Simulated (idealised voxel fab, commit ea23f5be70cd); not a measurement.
Documented hereafter: the process module known as voxel air gaps.
Cross-sectional view cut (width: 215 nm; square cell size: 5 nm).
The cross-sections in this document take the form of a grid made of square cells. They are written out as bands, in order from top to bottom. Each band consists of one or more rows of cells.
Band entry format. Leading values: height of top, height of bottom, nm. Remainder: materials in left-to-right order, each with its width in nm. Special words: "full width" on a single material, which then fills the band edge to edge; "air", empty space.
Heights are reckoned from 0. Under this level, the received wafer is all of one material. The bottommost band is open-ended downward, for example "from 0 down".
Graded width ("30->40"): value in top row of band = first number; value in bottom row = second number; row-to-row change constant.
"left unchanged" (step): cross-section cells unchanged, all of them.
"Voids lacking openings" means: voids of 8 cells or more that are shut off from the top with no open way through. Written width x height at distance, distance from the left edge, in nm.
Step line, after settings: the simulator's comment on this step.
overlay nm: how far to the right of its planned place the mask lay on this masked step (negative: to the left).
STEPS IN THE PROCESS PLAN
1,op RECEIVE | material Si
2,op CONFORMAL_DEP | material SiO2 | thk nm 10
3,op CONFORMAL_DEP | material SiN | thk nm 5
4,op DIRECTIONAL_DEP | material lowk | thk nm 35
5,op DIRECTIONAL_DEP | material aC | thk nm 15
6,op PATTERN | tone open | mask id LINES | material resist | width nm 15 | pitch nm 45 | thk nm 35 | overlay nm 0
7,op DIRECTIONAL_ETCH | etch materials aC | depth nm 15
8,op STRIP | etch materials resist
9,op DIRECTIONAL_ETCH | etch materials lowk | depth nm 35
10,op STRIP | etch materials aC
11,op CONFORMAL_DEP | material TiN | thk nm 5
12,op FILL_DEP | material Ru | thk nm 10
13,op CMP | height nm 50
14,op EPI | material Ru | thk nm 10
15,op SELECTIVE_ETCH | etch materials lowk | depth nm 45
16,op CONFORMAL_DEP | material SiN | thk nm 5
CROSS-SECTION OF THE WAFER UPON ARRIVAL, REPRESENTING THE STATE REACHED AFTER STEP 1
* from 0 down = Si full width
* Voids lacking openings: none
FIRST OF TWO WAFERS: CROSS-SECTION AT END OF MODULE, RUN PER PLAN
* from 65 to 60 = air 40 | SiN 135 | air 40
* from 60 to 50 = air 40 | SiN 5 | Ru 35 | SiN 10 | Ru 35 | SiN 10 | Ru 35 | SiN 5 | air 40
* from 50 to 45 = air 40 | SiN 15 | TiN 5 | Ru 5 | TiN 5 | SiN 30 | TiN 5 | Ru 5 | TiN 5 | SiN 30 | TiN 5 | Ru 5 | TiN 5 | SiN 15 | air 40
* from 45 to 20 = air 50 | SiN 5 | TiN 5 | Ru 5 | TiN 5 | SiN 5 | air 20 | SiN 5 | TiN 5 | Ru 5 | TiN 5 | SiN 5 | air 20 | SiN 5 | TiN 5 | Ru 5 | TiN 5 | SiN 5 | air 50
* from 20 to 15 = SiN 55 | TiN 15 | SiN 30 | TiN 15 | SiN 30 | TiN 15 | SiN 55
* from 15 to 10 = SiN full width
* from 10 to 0 = SiO2 full width
* from 0 down = Si full width
* Voids lacking openings: 20 x 25 at 75; 20 x 25 at 120
HERE IS THE SECOND OF THE TWO WAFERS CUT OPEN AT THE END OF THE MODULE - SAME START, SAME PLAN AS THE FIRST ONE, BUT WE MADE ONE MISTAKE RUNNING IT
* from 65 to 60 = air 35 | SiN 145 | air 35
* from 60 to 50 = air 35 | SiN 5 | Ru 135 | SiN 5 | air 35
* from 50 to 45 = air 35 | SiN 15 | TiN 5 | Ru 15 | TiN 5 | lowk 20 | TiN 5 | Ru 15 | TiN 5 | lowk 20 | TiN 5 | Ru 15 | TiN 5 | SiN 15 | air 35
* from 45 to 20 = air 45 | SiN 5 | TiN 5 | Ru 15 | TiN 5 | lowk 20 | TiN 5 | Ru 15 | TiN 5 | lowk 20 | TiN 5 | Ru 15 | TiN 5 | SiN 5 | air 45
* from 20 to 15 = SiN 50 | TiN 25 | lowk 20 | TiN 25 | lowk 20 | TiN 25 | SiN 50
* from 15 to 10 = SiN full width
* from 10 to 0 = SiO2 full width
* from 0 down = Si full width
* Voids lacking openings: none
Plan not followed: so step 6 ended up running with a different setting than we planned, it ran as op PATTERN | tone open | mask id LINES | material resist | width nm 25 | pitch nm 45 | thk nm 35 | overlay nm 0
Heads up, by the end the second wafer has more or fewer cells of some materials compared to the first: Ru +48, SiN -52, TiN +6, lowk +56
Closed voids, final: 2 / 0 (first wafer / second wafer).
